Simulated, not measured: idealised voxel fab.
voxel air gaps: a process module
Displayed cross-section: cut, width of 185 nm, square cells sized 5 nm.
Throughout this document, each cross-section is represented as a grid of square cells and is presented as a sequence of bands enumerated from the top downward, where a band comprises one or more rows of cells. Band: top and bottom heights (nm) first, top before bottom; then materials from left to right, widths in nm. "edge to edge" marks a sole material filling the band edge to edge. "blank" denotes empty space. Heads up on the height convention: 0 is the point under which the incoming wafer is all one material, and the lowest band has no bottom, it just keeps going down, like "0..down". Read "30..40" as a graded width: first number on top, second number at the bottom, same change between each pair of neighbouring rows. What does "no alterations made" mean for a step? It means no cell of the cross-section changed in that step. Empty spaces counting at least 8 cells and having no open way to the top are listed in "Closed voids list". The notation width x height at distance is used for each, the distance being from the left edge and all three values in nm. Read whatever lies past the settings on a step's line as the simulator's own remark about the step. overlay nm: right-of-plan distance of the mask on a masked step; negative values mean left-of-plan.
# Here's what the planned process steps look like
1 RECEIVE (material Si)
2 CONFORMAL_DEP (material SiO2; thk nm 10)
3 CONFORMAL_DEP (material SiN; thk nm 5)
4 DIRECTIONAL_DEP (material lowk; thk nm 40)
5 PATTERN (tone open; mask id LINES; material resist; width nm 15; pitch nm 40; thk nm 15; overlay nm 0)
6 DIRECTIONAL_ETCH (etch materials lowk; depth nm 40)
7 STRIP (etch materials resist)
8 CONFORMAL_DEP (material TiN; thk nm 5)
9 FILL_DEP (material Ru; thk nm 10)
10 CMP (height nm 55)
11 EPI (material Ru; thk nm 10)
12 SELECTIVE_ETCH (etch materials lowk; depth nm 50)
13 CONFORMAL_DEP (material SiCN; thk nm 5)
# Step 1 complete: cross-section of the wafer as received
    0..down | Si edge to edge
    Closed voids list: none
# The first of the two wafers as seen in cross-section once the module was finished; processing followed the plan
    70..65 | blank (30) / SiCN (125) / blank (30)
    65..55 | blank (30) / SiCN (5) / Ru (35) / SiCN (5) / Ru (35) / SiCN (5) / Ru (35) / SiCN (5) / blank (30)
    55..50 | blank (30) / SiCN (15) / TiN (5) / Ru (5) / TiN (5) / SiCN (25) / TiN (5) / Ru (5) / TiN (5) / SiCN (25) / TiN (5) / Ru (5) / TiN (5) / SiCN (15) / blank (30)
    50..20 | blank (40) / SiCN (5) / TiN (5) / Ru (5) / TiN (5) / SiCN (5) / blank (15) / SiCN (5) / TiN (5) / Ru (5) / TiN (5) / SiCN (5) / blank (15) / SiCN (5) / TiN (5) / Ru (5) / TiN (5) / SiCN (5) / blank (40)
    20..15 | SiCN (45) / TiN (15) / SiCN (25) / TiN (15) / SiCN (25) / TiN (15) / SiCN (45)
    15..10 | SiN edge to edge
    10..0 | SiO2 edge to edge
    0..down | Si edge to edge
    Closed voids list: 15 x 30 at 65; 15 x 30 at 105
# Wafer two, end of module, cross-section. Same start, same plan as wafer one. One mistake in the run
    70..65 | blank (30) / SiCN (125) / blank (30)
    65..55 | blank (30) / SiCN (5) / Ru (35) / SiCN (5) / Ru (35) / SiCN (5) / Ru (35) / SiCN (5) / blank (30)
    55..50 | blank (30) / SiCN (15) / TiN (5) / Ru (5) / TiN (5) / SiCN (25) / TiN (5) / Ru (5) / TiN (5) / SiCN (25) / TiN (5) / Ru (5) / TiN (5) / SiCN (15) / blank (30)
    50..20 | blank (40) / SiCN (5) / TiN (5) / Ru (5) / TiN (5) / SiCN (5) / blank (15) / SiCN (5) / TiN (5) / Ru (5) / TiN (5) / SiCN (5) / blank (15) / SiCN (5) / TiN (5) / Ru (5) / TiN (5) / SiCN (5) / blank (40)
    20..15 | SiCN (45) / TiN (15) / SiCN (25) / TiN (15) / SiCN (25) / TiN (15) / SiCN (45)
    15..10 | SiN edge to edge
    10..0 | SiCN edge to edge
    0..down | Si edge to edge
    Closed voids list: 15 x 30 at 65; 15 x 30 at 105
Plan not followed: step 2 was processed under conditions differing from the plan, specifically as CONFORMAL_DEP (material SiCN; thk nm 10)
It is noted that, at the conclusion of processing, the second wafer exhibits a higher or lower cell count for certain materials relative to the first: SiCN +74, SiO2 -74
